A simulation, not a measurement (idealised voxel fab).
process module | voxel self aligned contacts
cross-section cut | 245 nm wide | cells 5 nm
A cross-section is a grid of square cells, given in bands from the top down. A band is one or more rows of cells.
Each band's line starts with the height of the band's top and of its bottom, in nm. Then come its materials from left to right, each with its width in nm. One material with "throughout" fills the band from edge to edge. "air" is empty space.
Height 0 is the level under which the wafer as received is all one material. The lowest band goes on downwards, as in "0 down".
A width such as "30 to 40" changes by the same amount from each row of cells to the next, from the band's top row to its bottom row.
"no change" after a step means that no cell of the cross-section changed.
closed voids: empty space of 8 cells or more with no open way to the top, each as width x height at its distance from the left edge, in nm
after a step's settings: what the simulator itself notes on the step
overlay nm, on a step with a mask: how far to the right of its planned place the mask lay; to the left if negative
Each pair below shows a cross-section before one step and the cross-section after it, down to the lowest band that changed. The line under each pair gives the step between them, with its settings. The pairs can come from different runs of this module on the same starting wafer, so a pair continues from the pair above only where its "before" says so.
before
  55 to 45: air 55 | aC 30 | air 25 | aC 30 | air 25 | aC 30 | air 50
  45 to 25: air 55 | SiN 30 | air 25 | SiN 30 | air 25 | SiN 30 | air 50
  25 to 5: air 55 | polySi 30 | air 25 | polySi 30 | air 25 | polySi 30 | air 50
  5 to 0: SiO2 throughout
  0 down: Si throughout
  closed voids: none
after
  45 to 25: air 55 | SiN 30 | air 25 | SiN 30 | air 25 | SiN 30 | air 50
  below 25: unchanged
  closed voids: none
the step between: op STRIP | etch materials aC
before: the cross-section after the pair above
after
  50 to 25: air 50 | SiN 40 | air 15 | SiN 40 | air 15 | SiN 40 | air 45
  25 to 10: air 50 | SiN 5 | polySi 30 | SiN 5 | air 15 | SiN 5 | polySi 30 | SiN 5 | air 15 | SiN 5 | polySi 30 | SiN 5 | air 45
  10 to 5: SiN 55 | polySi 30 | SiN 25 | polySi 30 | SiN 25 | polySi 30 | SiN 50
  below 5: unchanged
  closed voids: none
the step between: op CONFORMAL_DEP | material SiN | thk nm 5
before: the cross-section after the pair above
after
  45 to 25: air 50 | SiN 40 | air 15 | SiN 40 | air 15 | SiN 40 | air 45
  25 to 5: air 50 | SiN 5 | polySi 30 | SiN 5 | air 15 | SiN 5 | polySi 30 | SiN 5 | air 15 | SiN 5 | polySi 30 | SiN 5 | air 45
  below 5: unchanged
  closed voids: none
the step between: op DIRECTIONAL_ETCH | etch materials SiN | depth nm 5
before: the cross-section after the pair above
after
  60 to 45: SiO2 throughout
  45 to 25: SiO2 50 | SiN 40 | SiO2 15 | SiN 40 | SiO2 15 | SiN 40 | SiO2 45
  25 to 5: SiO2 50 | SiN 5 | polySi 30 | SiN 5 | SiO2 15 | SiN 5 | polySi 30 | SiN 5 | SiO2 15 | SiN 5 | polySi 30 | SiN 5 | SiO2 45
  below 5: unchanged
  closed voids: none
the step between: op FILL_DEP | material SiO2 | thk nm 15
before: the cross-section after the pair above
after
  55 to 45: SiO2 throughout
  below 45: unchanged
  closed voids: none
the step between: op CMP | height nm 55
before: the cross-section after the pair above
after
  55 to 45: SiO2 75 | air 40 | SiO2 15 | air 40 | SiO2 75
  45 to 25: SiO2 50 | SiN 40 | air 15 | SiN 40 | air 15 | SiN 40 | SiO2 45
  25 to 5: SiO2 50 | SiN 5 | polySi 30 | SiN 5 | air 15 | SiN 5 | polySi 30 | SiN 5 | air 15 | SiN 5 | polySi 30 | SiN 5 | SiO2 45
  5 to 0: SiO2 90 | air 15 | SiO2 40 | air 15 | SiO2 85
  below 0: unchanged
  closed voids: none
the step between: op MASKED_ETCH | tone open | mask id CONTACT | width nm 40 | pitch nm 55 | etch materials SiO2 | depth nm 55 | overlay nm 0
before: the cross-section after the pair above
after
  60 to 55: TiN 80 | air 30 | TiN 25 | air 30 | TiN 80
  55 to 45: SiO2 75 | TiN 5 to 20 | air 30 to 5 | TiN 5 to 15 | SiO2 15 | TiN 5 to 20 | air 30 to 5 | TiN 5 to 15 | SiO2 75
  45 to 25: SiO2 50 | SiN 40 | TiN 5 | air 5 | TiN 5 | SiN 40 | TiN 5 | air 5 | TiN 5 | SiN 40 | SiO2 45
  25 to 5: SiO2 50 | SiN 5 | polySi 30 | SiN 5 | TiN 5 | air 5 | TiN 5 | SiN 5 | polySi 30 | SiN 5 | TiN 5 | air 5 | TiN 5 | SiN 5 | polySi 30 | SiN 5 | SiO2 45
  5 to 0: SiO2 90 | TiN 15 | SiO2 40 | TiN 15 | SiO2 85
  below 0: unchanged
  closed voids: none
the step between: op CONFORMAL_DEP | material TiN | thk nm 5
before: the cross-section after the pair above
after
  65 to 60: Ru throughout
  60 to 55: TiN 80 | Ru 30 | TiN 25 | Ru 30 | TiN 80
  55 to 45: SiO2 75 | TiN 5 to 20 | Ru 30 to 5 | TiN 5 to 15 | SiO2 15 | TiN 5 to 20 | Ru 30 to 5 | TiN 5 to 15 | SiO2 75
  45 to 25: SiO2 50 | SiN 40 | TiN 5 | Ru 5 | TiN 5 | SiN 40 | TiN 5 | Ru 5 | TiN 5 | SiN 40 | SiO2 45
  25 to 5: SiO2 50 | SiN 5 | polySi 30 | SiN 5 | TiN 5 | Ru 5 | TiN 5 | SiN 5 | polySi 30 | SiN 5 | TiN 5 | Ru 5 | TiN 5 | SiN 5 | polySi 30 | SiN 5 | SiO2 45
  below 5: unchanged
  closed voids: none
the step between: op FILL_DEP | material Ru | thk nm 5
before: the cross-section after the pair above
after
  55 to 45: SiO2 75 | TiN 5 to 20 | Ru 30 to 5 | TiN 5 to 15 | SiO2 15 | TiN 5 to 20 | Ru 30 to 5 | TiN 5 to 15 | SiO2 75
  below 45: unchanged
  closed voids: none
the step between: op CMP | height nm 55
before: the cross-section after the pair above
after
  60 to 55: SiCN throughout
  below 55: unchanged
  closed voids: none
the step between: op CONFORMAL_DEP | material SiCN | thk nm 5
before
  55 to 45: SiO2 throughout
  45 to 25: SiO2 50 | SiN 35 | SiO2 20 | SiN 35 | SiO2 20 | SiN 35 | SiO2 50
  25 to 5: SiO2 50 | SiN 5 | polySi 25 | SiN 5 | SiO2 20 | SiN 5 | polySi 25 | SiN 5 | SiO2 20 | SiN 5 | polySi 25 | SiN 5 | SiO2 50
  5 to 0: SiO2 throughout
  0 down: Si throughout
  closed voids: none
after
  55 to 45: SiO2 65 | air 40 | SiO2 15 | air 40 | SiO2 85
  45 to 25: SiO2 50 | SiN 35 | air 20 | SiN 35 | air 20 | SiN 35 | SiO2 50
  25 to 5: SiO2 50 | SiN 5 | polySi 25 | SiN 5 | air 20 | SiN 5 | polySi 25 | SiN 5 | air 20 | SiN 5 | polySi 25 | SiN 5 | SiO2 50
  5 to 0: SiO2 85 | air 20 | SiO2 35 | air 20 | SiO2 85
  below 0: unchanged
  closed voids: none
the step between: op MASKED_ETCH | tone open | mask id CONTACT | width nm 40 | pitch nm 55 | etch materials SiO2 | depth nm 55 | overlay nm -10
before: the cross-section after the pair above
after
  60 to 55: TiN 70 | air 30 | TiN 25 | air 30 | TiN 90
  55 to 45: SiO2 65 | TiN 5 to 25 | air 30 to 10 | TiN 5 | SiO2 15 | TiN 5 to 25 | air 30 to 10 | TiN 5 | SiO2 85
  45 to 25: SiO2 50 | SiN 35 | TiN 5 | air 10 | TiN 5 | SiN 35 | TiN 5 | air 10 | TiN 5 | SiN 35 | SiO2 50
  25 to 5: SiO2 50 | SiN 5 | polySi 25 | SiN 5 | TiN 5 | air 10 | TiN 5 | SiN 5 | polySi 25 | SiN 5 | TiN 5 | air 10 | TiN 5 | SiN 5 | polySi 25 | SiN 5 | SiO2 50
  5 to 0: SiO2 85 | TiN 20 | SiO2 35 | TiN 20 | SiO2 85
  below 0: unchanged
  closed voids: none
the step between: op CONFORMAL_DEP | material TiN | thk nm 5
before: the cross-section after the pair above
after
  65 to 60: Ru throughout
  60 to 55: TiN 70 | Ru 30 | TiN 25 | Ru 30 | TiN 90
  55 to 45: SiO2 65 | TiN 5 to 25 | Ru 30 to 10 | TiN 5 | SiO2 15 | TiN 5 to 25 | Ru 30 to 10 | TiN 5 | SiO2 85
  45 to 25: SiO2 50 | SiN 35 | TiN 5 | Ru 10 | TiN 5 | SiN 35 | TiN 5 | Ru 10 | TiN 5 | SiN 35 | SiO2 50
  25 to 5: SiO2 50 | SiN 5 | polySi 25 | SiN 5 | TiN 5 | Ru 10 | TiN 5 | SiN 5 | polySi 25 | SiN 5 | TiN 5 | Ru 10 | TiN 5 | SiN 5 | polySi 25 | SiN 5 | SiO2 50
  below 5: unchanged
  closed voids: none
the step between: op FILL_DEP | material Ru | thk nm 5
before: the cross-section after the pair above
after
  55 to 45: SiO2 65 | TiN 5 to 25 | Ru 30 to 10 | TiN 5 | SiO2 15 | TiN 5 to 25 | Ru 30 to 10 | TiN 5 | SiO2 85
  below 45: unchanged
  closed voids: none
the step between: op CMP | height nm 55
before: the cross-section after the pair above
after
  60 to 55: SiCN throughout
  below 55: unchanged
  closed voids: none
the step between: op CONFORMAL_DEP | material SiCN | thk nm 5
before
  45 to 25: air 50 | SiN 35 | air 20 | SiN 35 | air 20 | SiN 35 | air 50
  25 to 5: air 50 | SiN 5 | polySi 25 | SiN 5 | air 20 | SiN 5 | polySi 25 | SiN 5 | air 20 | SiN 5 | polySi 25 | SiN 5 | air 50
  5 to 0: SiO2 throughout
  0 down: Si throughout
  closed voids: none
after
  60 to 45: SiCN throughout
  45 to 25: SiCN 50 | SiN 35 | SiCN 20 | SiN 35 | SiCN 20 | SiN 35 | SiCN 50
  25 to 5: SiCN 50 | SiN 5 | polySi 25 | SiN 5 | SiCN 20 | SiN 5 | polySi 25 | SiN 5 | SiCN 20 | SiN 5 | polySi 25 | SiN 5 | SiCN 50
  below 5: unchanged
  closed voids: none
the step between: op FILL_DEP | material SiCN | thk nm 15
before: the cross-section after the pair above
after
  55 to 45: SiCN throughout
  below 45: unchanged
  closed voids: none
the step between: op CMP | height nm 55
before: the cross-section after the pair above
after
  60 to 55: TiN throughout
  below 55: unchanged
  closed voids: none
the step between: op CONFORMAL_DEP | material TiN | thk nm 5
before: the cross-section after the pair above
after
  65 to 60: Ru throughout
  below 60: unchanged
  closed voids: none
the step between: op FILL_DEP | material Ru | thk nm 5
before: the cross-section after the pair above
after
  55 to 45: SiCN throughout
  below 45: unchanged
  closed voids: none
the step between: op CMP | height nm 55
before: the cross-section after the pair above
after
  60 to 45: SiCN throughout
  below 45: unchanged
  closed voids: none
the step between: op CONFORMAL_DEP | material SiCN | thk nm 5
before
  55 to 45: SiO2 throughout
  45 to 25: SiO2 50 | SiN 35 | SiO2 20 | SiN 35 | SiO2 20 | SiN 35 | SiO2 50
  25 to 5: SiO2 50 | SiN 5 | polySi 25 | SiN 5 | SiO2 20 | SiN 5 | polySi 25 | SiN 5 | SiO2 20 | SiN 5 | polySi 25 | SiN 5 | SiO2 50
  5 to 0: SiO2 throughout
  0 down: Si throughout
  closed voids: none
after
  55 to 45: air 75 | SiO2 40 | air 15 | SiO2 40 | air 75
  45 to 25: air 50 | SiN 35 | SiO2 20 | SiN 35 | SiO2 20 | SiN 35 | air 50
  25 to 5: air 50 | SiN 5 | polySi 25 | SiN 5 | SiO2 20 | SiN 5 | polySi 25 | SiN 5 | SiO2 20 | SiN 5 | polySi 25 | SiN 5 | air 50
  5 to 0: air 50 | SiO2 145 | air 50
  below 0: unchanged
  closed voids: none
the step between: op MASKED_ETCH | tone cover | mask id CONTACT | width nm 40 | pitch nm 55 | etch materials SiO2 | depth nm 55 | overlay nm 0
before: the cross-section after the pair above
after
  60 to 55: air 70 | TiN 50 | air 5 | TiN 50 | air 70
  55 to 50: air 70 | TiN 5 | SiO2 40 | TiN 5 | air 5 | TiN 5 | SiO2 40 | TiN 5 | air 70
  50 to 45: air 45 | TiN 30 | SiO2 40 | TiN 15 | SiO2 40 | TiN 30 | air 45
  45 to 25: air 45 | TiN 5 | SiN 35 | SiO2 20 | SiN 35 | SiO2 20 | SiN 35 | TiN 5 | air 45
  25 to 5: air 45 | TiN 5 | SiN 5 | polySi 25 | SiN 5 | SiO2 20 | SiN 5 | polySi 25 | SiN 5 | SiO2 20 | SiN 5 | polySi 25 | SiN 5 | TiN 5 | air 45
  5 to 0: TiN 50 | SiO2 145 | TiN 50
  below 0: unchanged
  closed voids: none
the step between: op CONFORMAL_DEP | material TiN | thk nm 5
before: the cross-section after the pair above
after
  65 to 60: Ru throughout
  60 to 55: Ru 70 | TiN 50 | Ru 5 | TiN 50 | Ru 70
  55 to 50: Ru 70 | TiN 5 | SiO2 40 | TiN 5 | Ru 5 | TiN 5 | SiO2 40 | TiN 5 | Ru 70
  50 to 45: Ru 45 | TiN 30 | SiO2 40 | TiN 15 | SiO2 40 | TiN 30 | Ru 45
  45 to 25: Ru 45 | TiN 5 | SiN 35 | SiO2 20 | SiN 35 | SiO2 20 | SiN 35 | TiN 5 | Ru 45
  25 to 5: Ru 45 | TiN 5 | SiN 5 | polySi 25 | SiN 5 | SiO2 20 | SiN 5 | polySi 25 | SiN 5 | SiO2 20 | SiN 5 | polySi 25 | SiN 5 | TiN 5 | Ru 45
  below 5: unchanged
  closed voids: none
the step between: op FILL_DEP | material Ru | thk nm 5
before: the cross-section after the pair above
after
  55 to 50: Ru 70 | TiN 5 | SiO2 40 | TiN 5 | Ru 5 | TiN 5 | SiO2 40 | TiN 5 | Ru 70
  below 50: unchanged
  closed voids: none
the step between: op CMP | height nm 55
before: the cross-section after the pair above
after
  60 to 55: SiCN throughout
  below 55: unchanged
  closed voids: none
the step between: op CONFORMAL_DEP | material SiCN | thk nm 5
